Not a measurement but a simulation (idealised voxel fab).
Documented hereafter: the process module known as voxel wiring stack.
FYI the section here is cut, 220 nm wide, cells are 5 nm squares.
If you're reading a cross-section in this doc, picture square cells in a grid; it comes to you as bands, top ones listed first down to the bottom, and a band can be one or more rows of cells. Each band's line starts with the height of the band's top and of its bottom, in nm. Then come its materials from left to right, each with its width in nm. One material with "all across" fills the band from edge to edge. "air" is empty space. Beneath 0, the wafer as received is one material, and that level is where height counting begins. The lowest band goes on downward without a bottom; it is written like "0 nm and below". So if you see something like "30..40" for the width, read it as the top row of the band sitting at the first number and the bottom row at the second, with every row in between moving by the same amount as the last. "no alteration" means the step left every cell of the cross-section as it was. The entry titled "Fully sealed voids" provides the empty spaces that have no open way to the top, restricted to those of 8 cells or more. Each is presented as width x height at distance, the distance being measured from the left edge, with all three in nm. after a step's settings: what the simulator itself notes on the step. overlay nm: step with mask; distance mask lay right of planned place; negative value = left of planned place.

### This section lists the process steps that were planned
1,RECEIVE | material Si
2,CONFORMAL_DEP | material SiO2 | thk nm 10
3,DIRECTIONAL_DEP | material TiN | thk nm 5
4,DIRECTIONAL_DEP | material Ru | thk nm 15
5,MASKED_ETCH | tone cover | mask id METAL_1 | width nm 30 | pitch nm 50 | etch materials Ru | depth nm 15 | overlay nm 0
6,MASKED_ETCH | tone cover | mask id METAL_1 | width nm 30 | pitch nm 50 | etch materials TiN | depth nm 5 | overlay nm 0
7,FILL_DEP | material lowk | thk nm 5
8,CMP | height nm 30
9,CONFORMAL_DEP | material SiCN | thk nm 5
10,DIRECTIONAL_DEP | material lowk | thk nm 10
11,MASKED_ETCH | tone open | mask id PLUG_1 | width nm 15 | pitch nm 50 | etch materials lowk | depth nm 10 | overlay nm 0
12,MASKED_ETCH | tone open | mask id PLUG_1 | width nm 15 | pitch nm 50 | etch materials SiCN | depth nm 5 | overlay nm 0
13,EPI | material Ru | thk nm 10
14,EPI | material Ru | thk nm 5
15,DIRECTIONAL_DEP | material TiN | thk nm 5
16,DIRECTIONAL_DEP | material Ru | thk nm 20
17,DIRECTIONAL_DEP | material aC | thk nm 10
18,PATTERN | tone cover | mask id METAL_2 | material resist | width nm 30 | pitch nm 50 | thk nm 30 | overlay nm 0
19,DIRECTIONAL_ETCH | etch materials aC | depth nm 10
20,STRIP | etch materials resist
21,DIRECTIONAL_ETCH | etch materials Ru | depth nm 20
22,DIRECTIONAL_ETCH | etch materials TiN | depth nm 5
23,STRIP | etch materials aC
24,CONFORMAL_DEP | material SiN | thk nm 5
25,FILL_DEP | material SiO2 | thk nm 5
26,CMP | height nm 70
27,CONFORMAL_DEP | material SiCN | thk nm 5
28,DIRECTIONAL_DEP | material lowk | thk nm 20
29,PATTERN | tone open | mask id PLUG_2 | material resist | width nm 15 | pitch nm 50 | thk nm 20 | overlay nm 0
30,DIRECTIONAL_ETCH | etch materials lowk | depth nm 20
31,DIRECTIONAL_ETCH | etch materials SiCN | depth nm 5
32,STRIP | etch materials resist
33,EPI | material Ru | thk nm 10
34,EPI | material Ru | thk nm 10
35,EPI | material Ru | thk nm 5
36,CONFORMAL_DEP | material SiCN | thk nm 5
37,DIRECTIONAL_DEP | material lowk | thk nm 25
38,MASKED_ETCH | tone open | mask id METAL_3 | width nm 30 | pitch nm 50 | etch materials lowk | depth nm 25 | overlay nm 0
39,MASKED_ETCH | tone open | mask id METAL_3 | width nm 30 | pitch nm 50 | etch materials SiCN | depth nm 5 | overlay nm 0
40,CONFORMAL_DEP | material TiN | thk nm 5
41,FILL_DEP | material W | thk nm 5
42,CMP | height nm 125
43,EPI | material Ru | thk nm 5
44,FILL_DEP | material SiCN | thk nm 5

### First wafer, two in total, run as planned

### Cross-sectional view of the wafer in its as-received condition, corresponding to the state after step 1
> 0 nm and below | Si all across
> Fully sealed voids: none

### The wafer in cross-section once step 2 is complete
> 10 nm to 0 nm | SiO2 all across
> Under the height 0 nothing was changed.

### The wafer in cross-section once step 3 is complete
> 15 nm to 10 nm | TiN all across
> Under the height 10 nothing was changed.

### The wafer in cross-section once step 4 is complete
> 30 nm to 15 nm | Ru all across
> Under the height 15 nothing was changed.

### The wafer in cross-section once step 5 is complete
> 30 nm to 15 nm | air (45)  Ru (30)  air (20)  Ru (30)  air (20)  Ru (30)  air (45)
> Under the height 15 nothing was changed.

### The wafer in cross-section once step 6 is complete
> 30 nm to 15 nm | air (45)  Ru (30)  air (20)  Ru (30)  air (20)  Ru (30)  air (45)
> 15 nm to 10 nm | air (45)  TiN (30)  air (20)  TiN (30)  air (20)  TiN (30)  air (45)
> Under the height 10 nothing was changed.

### The wafer in cross-section once step 7 is complete
> 35 nm to 30 nm | lowk all across
> 30 nm to 15 nm | lowk (45)  Ru (30)  lowk (20)  Ru (30)  lowk (20)  Ru (30)  lowk (45)
> 15 nm to 10 nm | lowk (45)  TiN (30)  lowk (20)  TiN (30)  lowk (20)  TiN (30)  lowk (45)
> Under the height 10 nothing was changed.

### The wafer in cross-section once step 8 is complete
> 30 nm to 15 nm | lowk (45)  Ru (30)  lowk (20)  Ru (30)  lowk (20)  Ru (30)  lowk (45)
> Under the height 15 nothing was changed.

### The wafer in cross-section once step 9 is complete
> 35 nm to 30 nm | SiCN all across
> Under the height 30 nothing was changed.

### The wafer in cross-section once step 10 is complete
> 45 nm to 35 nm | lowk all across
> Under the height 35 nothing was changed.

### The wafer in cross-section once step 11 is complete
> 45 nm to 35 nm | lowk (45)  air (15)  lowk (35)  air (15)  lowk (35)  air (15)  lowk (60)
> Under the height 35 nothing was changed.

### The wafer in cross-section once step 12 is complete
> 45 nm to 35 nm | lowk (45)  air (15)  lowk (35)  air (15)  lowk (35)  air (15)  lowk (60)
> 35 nm to 30 nm | SiCN (45)  air (15)  SiCN (35)  air (15)  SiCN (35)  air (15)  SiCN (60)
> Under the height 30 nothing was changed.

### The wafer in cross-section once step 13 is complete
> 45 nm to 40 nm | lowk (45)  air (15)  lowk (35)  air (15)  lowk (35)  air (15)  lowk (60)
> 40 nm to 35 nm | lowk (45)  Ru (15)  lowk (35)  Ru (15)  lowk (35)  Ru (15)  lowk (60)
> 35 nm to 30 nm | SiCN (45)  Ru (15)  SiCN (35)  Ru (15)  SiCN (35)  Ru (15)  SiCN (60)
> Under the height 30 nothing was changed.

### The wafer in cross-section once step 14 is complete
> 45 nm to 35 nm | lowk (45)  Ru (15)  lowk (35)  Ru (15)  lowk (35)  Ru (15)  lowk (60)
> Under the height 35 nothing was changed.

### The wafer in cross-section once step 15 is complete
> 50 nm to 45 nm | TiN all across
> Under the height 45 nothing was changed.

### The wafer in cross-section once step 16 is complete
> 70 nm to 50 nm | Ru all across
> Under the height 50 nothing was changed.

### The wafer in cross-section once step 17 is complete
> 80 nm to 70 nm | aC all across
> Under the height 70 nothing was changed.

### The wafer in cross-section once step 18 is complete
> 110 nm to 80 nm | air (45)  resist (30)  air (20)  resist (30)  air (20)  resist (30)  air (45)
> Under the height 80 nothing was changed.

### The wafer in cross-section once step 19 is complete
> 100 nm to 80 nm | air (45)  resist (30)  air (20)  resist (30)  air (20)  resist (30)  air (45)
> 80 nm to 70 nm | air (45)  aC (30)  air (20)  aC (30)  air (20)  aC (30)  air (45)
> Under the height 70 nothing was changed.

### The wafer in cross-section once step 20 is complete
> 80 nm to 70 nm | air (45)  aC (30)  air (20)  aC (30)  air (20)  aC (30)  air (45)
> Under the height 70 nothing was changed.

### The wafer in cross-section once step 21 is complete
> 80 nm to 70 nm | air (45)  aC (30)  air (20)  aC (30)  air (20)  aC (30)  air (45)
> 70 nm to 50 nm | air (45)  Ru (30)  air (20)  Ru (30)  air (20)  Ru (30)  air (45)
> Under the height 50 nothing was changed.

### The wafer in cross-section once step 22 is complete
> 80 nm to 70 nm | air (45)  aC (30)  air (20)  aC (30)  air (20)  aC (30)  air (45)
> 70 nm to 50 nm | air (45)  Ru (30)  air (20)  Ru (30)  air (20)  Ru (30)  air (45)
> 50 nm to 45 nm | air (45)  TiN (30)  air (20)  TiN (30)  air (20)  TiN (30)  air (45)
> Under the height 45 nothing was changed.

### The wafer in cross-section once step 23 is complete
> 70 nm to 50 nm | air (45)  Ru (30)  air (20)  Ru (30)  air (20)  Ru (30)  air (45)
> Under the height 50 nothing was changed.

### The wafer in cross-section once step 24 is complete
> 75 nm to 70 nm | air (40)  SiN (40)  air (10)  SiN (40)  air (10)  SiN (40)  air (40)
> 70 nm to 50 nm | air (40)  SiN (5)  Ru (30)  SiN (5)  air (10)  SiN (5)  Ru (30)  SiN (5)  air (10)  SiN (5)  Ru (30)  SiN (5)  air (40)
> 50 nm to 45 nm | SiN (45)  TiN (30)  SiN (20)  TiN (30)  SiN (20)  TiN (30)  SiN (45)
> Under the height 45 nothing was changed.

### The wafer in cross-section once step 25 is complete
> 80 nm to 75 nm | SiO2 all across
> 75 nm to 70 nm | SiO2 (40)  SiN (40)  SiO2 (10)  SiN (40)  SiO2 (10)  SiN (40)  SiO2 (40)
> 70 nm to 50 nm | SiO2 (40)  SiN (5)  Ru (30)  SiN (5)  SiO2 (10)  SiN (5)  Ru (30)  SiN (5)  SiO2 (10)  SiN (5)  Ru (30)  SiN (5)  SiO2 (40)
> Under the height 50 nothing was changed.

### The wafer in cross-section once step 26 is complete
> 70 nm to 50 nm | SiO2 (40)  SiN (5)  Ru (30)  SiN (5)  SiO2 (10)  SiN (5)  Ru (30)  SiN (5)  SiO2 (10)  SiN (5)  Ru (30)  SiN (5)  SiO2 (40)
> Under the height 50 nothing was changed.

### The wafer in cross-section once step 27 is complete
> 75 nm to 70 nm | SiCN all across
> Under the height 70 nothing was changed.

### The wafer in cross-section once step 28 is complete
> 95 nm to 75 nm | lowk all across
> Under the height 75 nothing was changed.

### The wafer in cross-section once step 29 is complete
> 115 nm to 95 nm | resist (45)  air (15)  resist (35)  air (15)  resist (35)  air (15)  resist (60)
> Under the height 95 nothing was changed.

### The wafer in cross-section once step 30 is complete
> 115 nm to 95 nm | resist (45)  air (15)  resist (35)  air (15)  resist (35)  air (15)  resist (60)
> 95 nm to 75 nm | lowk (45)  air (15)  lowk (35)  air (15)  lowk (35)  air (15)  lowk (60)
> Under the height 75 nothing was changed.

### The wafer in cross-section once step 31 is complete
> 115 nm to 95 nm | resist (45)  air (15)  resist (35)  air (15)  resist (35)  air (15)  resist (60)
> 95 nm to 75 nm | lowk (45)  air (15)  lowk (35)  air (15)  lowk (35)  air (15)  lowk (60)
> 75 nm to 70 nm | SiCN (45)  air (15)  SiCN (35)  air (15)  SiCN (35)  air (15)  SiCN (60)
> Under the height 70 nothing was changed.

### The wafer in cross-section once step 32 is complete
> 95 nm to 75 nm | lowk (45)  air (15)  lowk (35)  air (15)  lowk (35)  air (15)  lowk (60)
> Under the height 75 nothing was changed.

### The wafer in cross-section once step 33 is complete
> 95 nm to 80 nm | lowk (45)  air (15)  lowk (35)  air (15)  lowk (35)  air (15)  lowk (60)
> 80 nm to 75 nm | lowk (45)  Ru (15)  lowk (35)  Ru (15)  lowk (35)  Ru (15)  lowk (60)
> 75 nm to 70 nm | SiCN (45)  Ru (15)  SiCN (35)  Ru (15)  SiCN (35)  Ru (15)  SiCN (60)
> Under the height 70 nothing was changed.

### The wafer in cross-section once step 34 is complete
> 95 nm to 90 nm | lowk (45)  air (15)  lowk (35)  air (15)  lowk (35)  air (15)  lowk (60)
> 90 nm to 75 nm | lowk (45)  Ru (15)  lowk (35)  Ru (15)  lowk (35)  Ru (15)  lowk (60)
> Under the height 75 nothing was changed.

### The wafer in cross-section once step 35 is complete
> 95 nm to 75 nm | lowk (45)  Ru (15)  lowk (35)  Ru (15)  lowk (35)  Ru (15)  lowk (60)
> Under the height 75 nothing was changed.

### The wafer in cross-section once step 36 is complete
> 100 nm to 95 nm | SiCN all across
> Under the height 95 nothing was changed.

### The wafer in cross-section once step 37 is complete
> 125 nm to 100 nm | lowk all across
> Under the height 100 nothing was changed.

### The wafer in cross-section once step 38 is complete
> 125 nm to 100 nm | lowk (45)  air (30)  lowk (20)  air (30)  lowk (20)  air (30)  lowk (45)
> Under the height 100 nothing was changed.

### The wafer in cross-section once step 39 is complete
> 125 nm to 100 nm | lowk (45)  air (30)  lowk (20)  air (30)  lowk (20)  air (30)  lowk (45)
> 100 nm to 95 nm | SiCN (45)  air (30)  SiCN (20)  air (30)  SiCN (20)  air (30)  SiCN (45)
> Under the height 95 nothing was changed.

### The wafer in cross-section once step 40 is complete
> 130 nm to 125 nm | TiN (50)  air (20)  TiN (30)  air (20)  TiN (30)  air (20)  TiN (50)
> 125 nm to 100 nm | lowk (45)  TiN (5)  air (20)  TiN (5)  lowk (20)  TiN (5)  air (20)  TiN (5)  lowk (20)  TiN (5)  air (20)  TiN (5)  lowk (45)
> 100 nm to 95 nm | SiCN (45)  TiN (30)  SiCN (20)  TiN (30)  SiCN (20)  TiN (30)  SiCN (45)
> Under the height 95 nothing was changed.

### The wafer in cross-section once step 41 is complete
> 135 nm to 130 nm | W all across
> 130 nm to 125 nm | TiN (50)  W (20)  TiN (30)  W (20)  TiN (30)  W (20)  TiN (50)
> 125 nm to 100 nm | lowk (45)  TiN (5)  W (20)  TiN (5)  lowk (20)  TiN (5)  W (20)  TiN (5)  lowk (20)  TiN (5)  W (20)  TiN (5)  lowk (45)
> Under the height 100 nothing was changed.

### The wafer in cross-section once step 42 is complete
> 125 nm to 100 nm | lowk (45)  TiN (5)  W (20)  TiN (5)  lowk (20)  TiN (5)  W (20)  TiN (5)  lowk (20)  TiN (5)  W (20)  TiN (5)  lowk (45)
> Under the height 100 nothing was changed.

### The wafer in cross-section once step 43 is complete
> 130 nm to 125 nm | air (40)  Ru (40)  air (10)  Ru (40)  air (10)  Ru (40)  air (40)
> Under the height 125 nothing was changed.

### The wafer in cross-section once step 44 is complete
> 135 nm to 130 nm | SiCN all across
> 130 nm to 125 nm | SiCN (40)  Ru (40)  SiCN (10)  Ru (40)  SiCN (10)  Ru (40)  SiCN (40)
> Under the height 125 nothing was changed.

### Second wafer: same start and same plan as the first, one execution error; identical to the first through step 28

### Planned end of step 29: second wafer, cross-section
> 115 nm to 95 nm | air (45)  resist (15)  air (35)  resist (15)  air (35)  resist (15)  air (60)
> Under the height 95 nothing was changed.

### Planned end of step 30: second wafer, cross-section
> 115 nm to 95 nm | air (45)  resist (15)  air (35)  resist (15)  air (35)  resist (15)  air (60)
> 95 nm to 75 nm | air (45)  lowk (15)  air (35)  lowk (15)  air (35)  lowk (15)  air (60)
> Under the height 75 nothing was changed.

### Planned end of step 31: second wafer, cross-section
> 115 nm to 95 nm | air (45)  resist (15)  air (35)  resist (15)  air (35)  resist (15)  air (60)
> 95 nm to 75 nm | air (45)  lowk (15)  air (35)  lowk (15)  air (35)  lowk (15)  air (60)
> 75 nm to 70 nm | air (45)  SiCN (15)  air (35)  SiCN (15)  air (35)  SiCN (15)  air (60)
> Under the height 70 nothing was changed.

### Planned end of step 32: second wafer, cross-section
> 95 nm to 75 nm | air (45)  lowk (15)  air (35)  lowk (15)  air (35)  lowk (15)  air (60)
> Under the height 75 nothing was changed.

### Planned end of step 33: second wafer, cross-section
> 95 nm to 80 nm | air (45)  lowk (15)  air (35)  lowk (15)  air (35)  lowk (15)  air (60)
> 80 nm to 75 nm | air (45)  lowk (15)  Ru (25)  air (10)  lowk (15)  Ru (25)  air (10)  lowk (15)  Ru (25)  air (35)
> 75 nm to 70 nm | air (45)  SiCN (15)  Ru (25)  air (10)  SiCN (15)  Ru (25)  air (10)  SiCN (15)  Ru (25)  air (35)
> Under the height 70 nothing was changed.

### Planned end of step 34: second wafer, cross-section
> 95 nm to 90 nm | air (45)  lowk (15)  air (35)  lowk (15)  air (35)  lowk (15)  air (60)
> 90 nm to 75 nm | air (45)  lowk (15)  Ru (35)  lowk (15)  Ru (35)  lowk (15)  Ru (35)  air (25)
> 75 nm to 70 nm | air (45)  SiCN (15)  Ru (35)  SiCN (15)  Ru (35)  SiCN (15)  Ru (35)  air (25)
> Under the height 70 nothing was changed.

### Planned end of step 35: second wafer, cross-section
> 95 nm to 75 nm | air (45)  lowk (15)  Ru (35)  lowk (15)  Ru (35)  lowk (15)  Ru (40)  air (20)
> 75 nm to 70 nm | air (45)  SiCN (15)  Ru (35)  SiCN (15)  Ru (35)  SiCN (15)  Ru (40)  air (20)
> Under the height 70 nothing was changed.

### Planned end of step 36: second wafer, cross-section
> 100 nm to 95 nm | air (40)  SiCN (165)  air (15)
> 95 nm to 75 nm | air (40)  SiCN (5)  lowk (15)  Ru (35)  lowk (15)  Ru (35)  lowk (15)  Ru (40)  SiCN (5)  air (15)
> 75 nm to 70 nm | SiCN (60)  Ru (35)  SiCN (15)  Ru (35)  SiCN (15)  Ru (40)  SiCN (20)
> Under the height 70 nothing was changed.

### Planned end of step 37: second wafer, cross-section
> 125 nm to 100 nm | air (40)  lowk (165)  air (15)
> 100 nm to 95 nm | lowk (40)  SiCN (165)  lowk (15)
> 95 nm to 75 nm | lowk (40)  SiCN (5)  lowk (15)  Ru (35)  lowk (15)  Ru (35)  lowk (15)  Ru (40)  SiCN (5)  lowk (15)
> Under the height 75 nothing was changed.

### Planned end of step 38: second wafer, cross-section
> 125 nm to 100 nm | air (40)  lowk (5)  air (30)  lowk (20)  air (30)  lowk (20)  air (30)  lowk (30)  air (15)
> Under the height 100 nothing was changed.

### Planned end of step 39: second wafer, cross-section
> 125 nm to 100 nm | air (40)  lowk (5)  air (30)  lowk (20)  air (30)  lowk (20)  air (30)  lowk (30)  air (15)
> 100 nm to 95 nm | lowk (40)  SiCN (5)  air (30)  SiCN (20)  air (30)  SiCN (20)  air (30)  SiCN (30)  lowk (15)
> Under the height 95 nothing was changed.

### Planned end of step 40: second wafer, cross-section
> 130 nm to 125 nm | air (35)  TiN (15)  air (20)  TiN (30)  air (20)  TiN (30)  air (20)  TiN (40)  air (10)
> 125 nm to 105 nm | air (35)  TiN (5)  lowk (5)  TiN (5)  air (20)  TiN (5)  lowk (20)  TiN (5)  air (20)  TiN (5)  lowk (20)  TiN (5)  air (20)  TiN (5)  lowk (30)  TiN (5)  air (10)
> 105 nm to 100 nm | TiN (40)  lowk (5)  TiN (5)  air (20)  TiN (5)  lowk (20)  TiN (5)  air (20)  TiN (5)  lowk (20)  TiN (5)  air (20)  TiN (5)  lowk (30)  TiN (15)
> 100 nm to 95 nm | lowk (40)  SiCN (5)  TiN (30)  SiCN (20)  TiN (30)  SiCN (20)  TiN (30)  SiCN (30)  lowk (15)
> Under the height 95 nothing was changed.

### Planned end of step 41: second wafer, cross-section
> 135 nm to 130 nm | W all across
> 130 nm to 125 nm | W (35)  TiN (15)  W (20)  TiN (30)  W (20)  TiN (30)  W (20)  TiN (40)  W (10)
> 125 nm to 105 nm | W (35)  TiN (5)  lowk (5)  TiN (5)  W (20)  TiN (5)  lowk (20)  TiN (5)  W (20)  TiN (5)  lowk (20)  TiN (5)  W (20)  TiN (5)  lowk (30)  TiN (5)  W (10)
> 105 nm to 100 nm | TiN (40)  lowk (5)  TiN (5)  W (20)  TiN (5)  lowk (20)  TiN (5)  W (20)  TiN (5)  lowk (20)  TiN (5)  W (20)  TiN (5)  lowk (30)  TiN (15)
> Under the height 100 nothing was changed.

### Planned end of step 42: second wafer, cross-section
> 125 nm to 105 nm | W (35)  TiN (5)  lowk (5)  TiN (5)  W (20)  TiN (5)  lowk (20)  TiN (5)  W (20)  TiN (5)  lowk (20)  TiN (5)  W (20)  TiN (5)  lowk (30)  TiN (5)  W (10)
> Under the height 105 nothing was changed.

### Planned end of step 43: second wafer, cross-section
> 130 nm to 125 nm | Ru (80)  air (10)  Ru (40)  air (10)  Ru (40)  air (20)  Ru (20)
> Under the height 125 nothing was changed.

### Planned end of step 44: second wafer, cross-section
> 135 nm to 130 nm | SiCN all across
> 130 nm to 125 nm | Ru (80)  SiCN (10)  Ru (40)  SiCN (10)  Ru (40)  SiCN (20)  Ru (20)
> Under the height 125 nothing was changed.
What was done differently from what was planned? in deviation from the planned setting, step 29 was conducted as PATTERN | tone cover | mask id PLUG_2 | material resist | width nm 15 | pitch nm 50 | thk nm 20 | overlay nm 0
End check, counted in cells, second wafer has more or fewer of these materials than the first: Ru: 77 more | SiCN: 28 fewer | TiN: 19 more | W: 36 more | lowk: 104 fewer
